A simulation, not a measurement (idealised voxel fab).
Proc. module: voxel ribs on slabs
The cross-section on display is named cut; it measures 300 nm wide, and its cells are 5 nm squares.
Each cross-section below is a grid of square cells, stated as bands in top-down order, with one or more rows of cells making up each band. The band entry comprises the height of the band's top followed by the height of its bottom, expressed in nm, and subsequently the band's materials from left to right, each stated together with its width in nm. Where a single material is marked with the word "all across", that material fills the band from edge to edge. The word "empty" represents empty space. Heights are reckoned from 0. Under this level, the received wafer is all of one material. The bottommost band is open-ended downward, for example "0 down". Width: "30 to 40" (first number = top row, second number = bottom row, same change from row to row of cells). "no modification" after a step means that no cell of the cross-section changed. Closed-off voids of 8+ cells (no open route to the top) go in "Enclosed void inventory", written width x height at distance from the left edge, in nm. Text after the settings on a step's line: the simulator's own remark on that step. What "overlay nm" on a step's line means: if the step has a mask, that mask lay this far to the right of its planned place, or, when the value is negative, to the left.

So here's the lineup of process steps we planned
1. op RECEIVE | material Si
2. op DIRECTIONAL_DEP | material SiO2 | thk nm 20
3. op DIRECTIONAL_DEP | material SiN | thk nm 25
4. op DIRECTIONAL_DEP | material aC | thk nm 15
5. op PATTERN | tone cover | mask id RIB | material resist | width nm 15 | thk nm 30 | overlay nm 0
6. op DIRECTIONAL_ETCH | etch materials aC | depth nm 15
7. op STRIP | etch materials resist
8. op DIRECTIONAL_ETCH | etch materials SiN | depth nm 10
9. op STRIP | etch materials aC
10. op DIRECTIONAL_DEP | material aC | thk nm 10
11. op PATTERN | tone cover | mask id SLAB | material resist | width nm 55 | thk nm 30 | overlay nm 0
12. op DIRECTIONAL_ETCH | etch materials aC | depth nm 10
13. op STRIP | etch materials resist
14. op DIRECTIONAL_ETCH | etch materials SiN | depth nm 15
15. op STRIP | etch materials aC
16. op FILL_DEP | material SiO2 | thk nm 20
17. op CMP | height nm 55
18. op DIRECTIONAL_DEP | material W | thk nm 5
19. op DIRECTIONAL_DEP | material aC | thk nm 10
20. op PATTERN | tone cover | mask id HEATER | material resist | width nm 25 | thk nm 30 | overlay nm 0
21. op DIRECTIONAL_ETCH | etch materials aC | depth nm 10
22. op STRIP | etch materials resist
23. op DIRECTIONAL_ETCH | etch materials W | depth nm 5
24. op STRIP | etch materials aC
25. op CONFORMAL_DEP | material SiO2 | thk nm 10

First out of two wafers; run went to plan

Cross-section of the incoming wafer, state after step 1
	0 down | Si all across
	Enclosed void inventory: none

So this is the wafer cross-section right after step 2
	20 to 0 | SiO2 all across
	Heights below 0 show no change.

So this is the wafer cross-section right after step 3
	45 to 20 | SiN all across
	Heights below 20 show no change.

So this is the wafer cross-section right after step 4
	60 to 45 | aC all across
	Heights below 45 show no change.

So this is the wafer cross-section right after step 5
	90 to 60 | empty 140 nm  resist 15 nm  empty 145 nm
	Heights below 60 show no change.

So this is the wafer cross-section right after step 6
	75 to 60 | empty 140 nm  resist 15 nm  empty 145 nm
	60 to 45 | empty 140 nm  aC 15 nm  empty 145 nm
	Heights below 45 show no change.

So this is the wafer cross-section right after step 7
	60 to 45 | empty 140 nm  aC 15 nm  empty 145 nm
	Heights below 45 show no change.

So this is the wafer cross-section right after step 8
	60 to 45 | empty 140 nm  aC 15 nm  empty 145 nm
	45 to 35 | empty 140 nm  SiN 15 nm  empty 145 nm
	Heights below 35 show no change.

So this is the wafer cross-section right after step 9
	45 to 35 | empty 140 nm  SiN 15 nm  empty 145 nm
	Heights below 35 show no change.

So this is the wafer cross-section right after step 10
	55 to 45 | empty 140 nm  aC 15 nm  empty 145 nm
	45 to 35 | aC 140 nm  SiN 15 nm  aC 145 nm
	Heights below 35 show no change.

So this is the wafer cross-section right after step 11
	85 to 55 | empty 120 nm  resist 55 nm  empty 125 nm
	55 to 45 | empty 120 nm  resist 20 nm  aC 15 nm  resist 20 nm  empty 125 nm
	Heights below 45 show no change.

So this is the wafer cross-section right after step 12
	75 to 55 | empty 120 nm  resist 55 nm  empty 125 nm
	55 to 45 | empty 120 nm  resist 20 nm  aC 15 nm  resist 20 nm  empty 125 nm
	45 to 35 | empty 120 nm  aC 20 nm  SiN 15 nm  aC 20 nm  empty 125 nm
	Heights below 35 show no change.

So this is the wafer cross-section right after step 13
	55 to 45 | empty 140 nm  aC 15 nm  empty 145 nm
	Heights below 45 show no change.

So this is the wafer cross-section right after step 14
	55 to 45 | empty 140 nm  aC 15 nm  empty 145 nm
	45 to 35 | empty 120 nm  aC 20 nm  SiN 15 nm  aC 20 nm  empty 125 nm
	35 to 20 | empty 120 nm  SiN 55 nm  empty 125 nm
	Heights below 20 show no change.

So this is the wafer cross-section right after step 15
	45 to 35 | empty 140 nm  SiN 15 nm  empty 145 nm
	Heights below 35 show no change.

So this is the wafer cross-section right after step 16
	65 to 45 | SiO2 all across
	45 to 35 | SiO2 140 nm  SiN 15 nm  SiO2 145 nm
	35 to 20 | SiO2 120 nm  SiN 55 nm  SiO2 125 nm
	Heights below 20 show no change.

So this is the wafer cross-section right after step 17
	55 to 45 | SiO2 all across
	Heights below 45 show no change.

So this is the wafer cross-section right after step 18
	60 to 55 | W all across
	Heights below 55 show no change.

So this is the wafer cross-section right after step 19
	70 to 60 | aC all across
	Heights below 60 show no change.

So this is the wafer cross-section right after step 20
	100 to 70 | empty 135 nm  resist 25 nm  empty 140 nm
	Heights below 70 show no change.

So this is the wafer cross-section right after step 21
	90 to 70 | empty 135 nm  resist 25 nm  empty 140 nm
	70 to 60 | empty 135 nm  aC 25 nm  empty 140 nm
	Heights below 60 show no change.

So this is the wafer cross-section right after step 22
	70 to 60 | empty 135 nm  aC 25 nm  empty 140 nm
	Heights below 60 show no change.

So this is the wafer cross-section right after step 23
	70 to 60 | empty 135 nm  aC 25 nm  empty 140 nm
	60 to 55 | empty 135 nm  W 25 nm  empty 140 nm
	Heights below 55 show no change.

So this is the wafer cross-section right after step 24
	60 to 55 | empty 135 nm  W 25 nm  empty 140 nm
	Heights below 55 show no change.

So this is the wafer cross-section right after step 25
	70 to 65 | empty 125 nm  SiO2 45 nm  empty 130 nm
	65 to 60 | SiO2 all across
	60 to 55 | SiO2 135 nm  W 25 nm  SiO2 140 nm
	Heights below 55 show no change.

The second wafer began exactly as the first did and followed the same plan, but one mistake was made while running it; through step 1 inclusive, the two wafers are identical

Second wafer, sectioned view, at step 2's planned end time
	40 to 0 | SiO2 all across
	Heights below 0 show no change.

Second wafer, sectioned view, at step 3's planned end time
	65 to 40 | SiN all across
	Heights below 40 show no change.

Second wafer, sectioned view, at step 4's planned end time
	80 to 65 | aC all across
	Heights below 65 show no change.

Second wafer, sectioned view, at step 5's planned end time
	110 to 80 | empty 140 nm  resist 15 nm  empty 145 nm
	Heights below 80 show no change.

Second wafer, sectioned view, at step 6's planned end time
	95 to 80 | empty 140 nm  resist 15 nm  empty 145 nm
	80 to 65 | empty 140 nm  aC 15 nm  empty 145 nm
	Heights below 65 show no change.

Second wafer, sectioned view, at step 7's planned end time
	80 to 65 | empty 140 nm  aC 15 nm  empty 145 nm
	Heights below 65 show no change.

Second wafer, sectioned view, at step 8's planned end time
	80 to 65 | empty 140 nm  aC 15 nm  empty 145 nm
	65 to 55 | empty 140 nm  SiN 15 nm  empty 145 nm
	Heights below 55 show no change.

Second wafer, sectioned view, at step 9's planned end time
	65 to 55 | empty 140 nm  SiN 15 nm  empty 145 nm
	Heights below 55 show no change.

Second wafer, sectioned view, at step 10's planned end time
	75 to 65 | empty 140 nm  aC 15 nm  empty 145 nm
	65 to 55 | aC 140 nm  SiN 15 nm  aC 145 nm
	Heights below 55 show no change.

Second wafer, sectioned view, at step 11's planned end time
	105 to 75 | empty 120 nm  resist 55 nm  empty 125 nm
	75 to 65 | empty 120 nm  resist 20 nm  aC 15 nm  resist 20 nm  empty 125 nm
	Heights below 65 show no change.

Second wafer, sectioned view, at step 12's planned end time
	95 to 75 | empty 120 nm  resist 55 nm  empty 125 nm
	75 to 65 | empty 120 nm  resist 20 nm  aC 15 nm  resist 20 nm  empty 125 nm
	65 to 55 | empty 120 nm  aC 20 nm  SiN 15 nm  aC 20 nm  empty 125 nm
	Heights below 55 show no change.

Second wafer, sectioned view, at step 13's planned end time
	75 to 65 | empty 140 nm  aC 15 nm  empty 145 nm
	Heights below 65 show no change.

Second wafer, sectioned view, at step 14's planned end time
	75 to 65 | empty 140 nm  aC 15 nm  empty 145 nm
	65 to 55 | empty 120 nm  aC 20 nm  SiN 15 nm  aC 20 nm  empty 125 nm
	55 to 40 | empty 120 nm  SiN 55 nm  empty 125 nm
	Heights below 40 show no change.

Second wafer, sectioned view, at step 15's planned end time
	65 to 55 | empty 140 nm  SiN 15 nm  empty 145 nm
	Heights below 55 show no change.

Second wafer, sectioned view, at step 16's planned end time
	85 to 65 | SiO2 all across
	65 to 55 | SiO2 140 nm  SiN 15 nm  SiO2 145 nm
	55 to 40 | SiO2 120 nm  SiN 55 nm  SiO2 125 nm
	Heights below 40 show no change.

Second wafer, sectioned view, at step 17's planned end time
	55 to 40 | SiO2 120 nm  SiN 55 nm  SiO2 125 nm
	Heights below 40 show no change.

Second wafer, sectioned view, at step 18's planned end time
	60 to 55 | W all across
	Heights below 55 show no change.

Second wafer, sectioned view, at step 19's planned end time
	70 to 60 | aC all across
	Heights below 60 show no change.

Second wafer, sectioned view, at step 20's planned end time
	100 to 70 | empty 135 nm  resist 25 nm  empty 140 nm
	Heights below 70 show no change.

Second wafer, sectioned view, at step 21's planned end time
	90 to 70 | empty 135 nm  resist 25 nm  empty 140 nm
	70 to 60 | empty 135 nm  aC 25 nm  empty 140 nm
	Heights below 60 show no change.

Second wafer, sectioned view, at step 22's planned end time
	70 to 60 | empty 135 nm  aC 25 nm  empty 140 nm
	Heights below 60 show no change.

Second wafer, sectioned view, at step 23's planned end time
	70 to 60 | empty 135 nm  aC 25 nm  empty 140 nm
	60 to 55 | empty 135 nm  W 25 nm  empty 140 nm
	Heights below 55 show no change.

Second wafer, sectioned view, at step 24's planned end time
	60 to 55 | empty 135 nm  W 25 nm  empty 140 nm
	Heights below 55 show no change.

Second wafer, sectioned view, at step 25's planned end time
	70 to 65 | empty 125 nm  SiO2 45 nm  empty 130 nm
	65 to 60 | SiO2 all across
	60 to 55 | SiO2 135 nm  W 25 nm  SiO2 140 nm
	Heights below 55 show no change.
Here's what went sideways: step 2 of the plan saw execution twice
FYI, end of process, the second wafer has more or fewer cells of some materials than the first: 6 fewer of SiN, 6 more of SiO2
